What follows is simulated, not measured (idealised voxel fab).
Documented hereafter: the process module known as voxel spacer lines.
Each square cell in cross-section cut measures 5 nm, and the section as a whole is 160 nm wide.
When this document writes out a cross-section, it uses a grid of square cells and lists it as bands, beginning at the top and moving down, with a band standing for one or more rows of cells.
Each band's line starts with the height of the band's top and of its bottom, in nm. Then come its materials from left to right, each with its width in nm. One material with "edge to edge" fills the band from edge to edge. "empty" is empty space.
Heights are expressed relative to 0, this being the level below which the as-received wafer comprises one material exclusively. The lowest band is unbounded in the downward direction and is denoted as in "z 0 and below".
The expression "30->40" gives the width at the extremes of the band, the first number at its top row of cells and the second at its bottom row, with the width changing by equal amounts from each row to the next in between.
You'll sometimes find "no alterations made" written for a step, and that's the way of saying that nowhere in the cross-section did a cell change during that step.
"Closed void entries": sealed empty spaces, 8 cells or more, no open way to top, listed width x height at distance, with distance from the left edge and width, height and distance in nm.
It should be noted that, on the line of a given step, the content following the step's settings is a remark produced by the simulator itself with respect to that step.
overlay nm, on a step with a mask: how far to the right of its planned place the mask lay; to the left if negative
### This section lists the process steps that were planned
step 1: RECEIVE | material Si
step 2: CONFORMAL_DEP | material Al2O3 | thk nm 5
step 3: DIRECTIONAL_DEP | material polySi | thk nm 20
step 4: DIRECTIONAL_DEP | material aC | thk nm 20
step 5: PATTERN | tone cover | mask id MANDREL | material resist | width nm 25 | pitch nm 80 | thk nm 30 | overlay nm 0
step 6: DIRECTIONAL_ETCH | etch materials aC | depth nm 20
step 7: STRIP | etch materials resist
step 8: CONFORMAL_DEP | material SiN | thk nm 15
step 9: DIRECTIONAL_ETCH | etch materials SiN | depth nm 15
step 10: STRIP | etch materials aC
step 11: DIRECTIONAL_ETCH | etch materials polySi | depth nm 20
step 12: STRIP | etch materials SiN
### So, the first of our two wafers, run just as we planned it
### Incoming wafer, cross-sectional view, post step 1
	z 0 and below  Si edge to edge
	Closed void entries: none
### Cross-section of the wafer subsequent to step 2
	z 5 to 0  Al2O3 edge to edge
	Beneath the level 0, the cross-section is identical to its previous state.
### Cross-section of the wafer subsequent to step 3
	z 25 to 5  polySi edge to edge
	Beneath the level 5, the cross-section is identical to its previous state.
### Cross-section of the wafer subsequent to step 4
	z 45 to 25  aC edge to edge
	Beneath the level 25, the cross-section is identical to its previous state.
### Cross-section of the wafer subsequent to step 5
	z 75 to 45  empty 25 nm  resist 25 nm  empty 55 nm  resist 25 nm  empty 30 nm
	Beneath the level 45, the cross-section is identical to its previous state.
### Cross-section of the wafer subsequent to step 6
	z 55 to 45  empty 25 nm  resist 25 nm  empty 55 nm  resist 25 nm  empty 30 nm
	z 45 to 25  empty 25 nm  aC 25 nm  empty 55 nm  aC 25 nm  empty 30 nm
	Beneath the level 25, the cross-section is identical to its previous state.
### Cross-section of the wafer subsequent to step 7
	z 45 to 25  empty 25 nm  aC 25 nm  empty 55 nm  aC 25 nm  empty 30 nm
	Beneath the level 25, the cross-section is identical to its previous state.
### Cross-section of the wafer subsequent to step 8
	z 60 to 45  empty 10 nm  SiN 55 nm  empty 25 nm  SiN 55 nm  empty 15 nm
	z 45 to 40  empty 10 nm  SiN 15 nm  aC 25 nm  SiN 15 nm  empty 25 nm  SiN 15 nm  aC 25 nm  SiN 15 nm  empty 15 nm
	z 40 to 25  SiN 25 nm  aC 25 nm  SiN 55 nm  aC 25 nm  SiN 30 nm
	Beneath the level 25, the cross-section is identical to its previous state.
### Cross-section of the wafer subsequent to step 9
	z 45 to 25  empty 10 nm  SiN 15 nm  aC 25 nm  SiN 15 nm  empty 25 nm  SiN 15 nm  aC 25 nm  SiN 15 nm  empty 15 nm
	Beneath the level 25, the cross-section is identical to its previous state.
### Cross-section of the wafer subsequent to step 10
	z 45 to 25  empty 10 nm  SiN 15 nm  empty 25 nm  SiN 15 nm  empty 25 nm  SiN 15 nm  empty 25 nm  SiN 15 nm  empty 15 nm
	Beneath the level 25, the cross-section is identical to its previous state.
### Cross-section of the wafer subsequent to step 11
	z 45 to 25  empty 10 nm  SiN 15 nm  empty 25 nm  SiN 15 nm  empty 25 nm  SiN 15 nm  empty 25 nm  SiN 15 nm  empty 15 nm
	z 25 to 5  empty 10 nm  polySi 15 nm  empty 25 nm  polySi 15 nm  empty 25 nm  polySi 15 nm  empty 25 nm  polySi 15 nm  empty 15 nm
	Beneath the level 5, the cross-section is identical to its previous state.
### Cross-section of the wafer subsequent to step 12
	z 25 to 5  empty 10 nm  polySi 15 nm  empty 25 nm  polySi 15 nm  empty 25 nm  polySi 15 nm  empty 25 nm  polySi 15 nm  empty 15 nm
	Beneath the level 5, the cross-section is identical to its previous state.
### The second wafer was prepared from the same starting point and under the same plan as the first; its processing contained one mistake, and it remains indistinguishable from the first wafer up to and including step 4
### Second wafer: cross-section at the scheduled end of step 5
	z 75 to 45  empty 30 nm  resist 25 nm  empty 55 nm  resist 25 nm  empty 25 nm
	Beneath the level 45, the cross-section is identical to its previous state.
### Second wafer: cross-section at the scheduled end of step 6
	z 55 to 45  empty 30 nm  resist 25 nm  empty 55 nm  resist 25 nm  empty 25 nm
	z 45 to 25  empty 30 nm  aC 25 nm  empty 55 nm  aC 25 nm  empty 25 nm
	Beneath the level 25, the cross-section is identical to its previous state.
### Second wafer: cross-section at the scheduled end of step 7
	z 45 to 25  empty 30 nm  aC 25 nm  empty 55 nm  aC 25 nm  empty 25 nm
	Beneath the level 25, the cross-section is identical to its previous state.
### Second wafer: cross-section at the scheduled end of step 8
	z 60 to 45  empty 15 nm  SiN 55 nm  empty 25 nm  SiN 55 nm  empty 10 nm
	z 45 to 40  empty 15 nm  SiN 15 nm  aC 25 nm  SiN 15 nm  empty 25 nm  SiN 15 nm  aC 25 nm  SiN 15 nm  empty 10 nm
	z 40 to 25  SiN 30 nm  aC 25 nm  SiN 55 nm  aC 25 nm  SiN 25 nm
	Beneath the level 25, the cross-section is identical to its previous state.
### Second wafer: cross-section at the scheduled end of step 9
	z 45 to 25  empty 15 nm  SiN 15 nm  aC 25 nm  SiN 15 nm  empty 25 nm  SiN 15 nm  aC 25 nm  SiN 15 nm  empty 10 nm
	Beneath the level 25, the cross-section is identical to its previous state.
### Second wafer: cross-section at the scheduled end of step 10
	z 45 to 25  empty 15 nm  SiN 15 nm  empty 25 nm  SiN 15 nm  empty 25 nm  SiN 15 nm  empty 25 nm  SiN 15 nm  empty 10 nm
	Beneath the level 25, the cross-section is identical to its previous state.
### Second wafer: cross-section at the scheduled end of step 11
	z 45 to 25  empty 15 nm  SiN 15 nm  empty 25 nm  SiN 15 nm  empty 25 nm  SiN 15 nm  empty 25 nm  SiN 15 nm  empty 10 nm
	z 25 to 5  empty 15 nm  polySi 15 nm  empty 25 nm  polySi 15 nm  empty 25 nm  polySi 15 nm  empty 25 nm  polySi 15 nm  empty 10 nm
	Beneath the level 5, the cross-section is identical to its previous state.
### Second wafer: cross-section at the scheduled end of step 12
	z 25 to 5  empty 15 nm  polySi 15 nm  empty 25 nm  polySi 15 nm  empty 25 nm  polySi 15 nm  empty 25 nm  polySi 15 nm  empty 10 nm
	Beneath the level 5, the cross-section is identical to its previous state.
What went wrong in running the wafer? it should be noted that step 5 was executed with settings other than those planned, the operation and settings actually applied being PATTERN | tone cover | mask id MANDREL | material resist | width nm 25 | pitch nm 80 | thk nm 30 | overlay nm 5
When the process is done, the second wafer contains the same cell count of every material as the first wafer, but distributed over other locations.
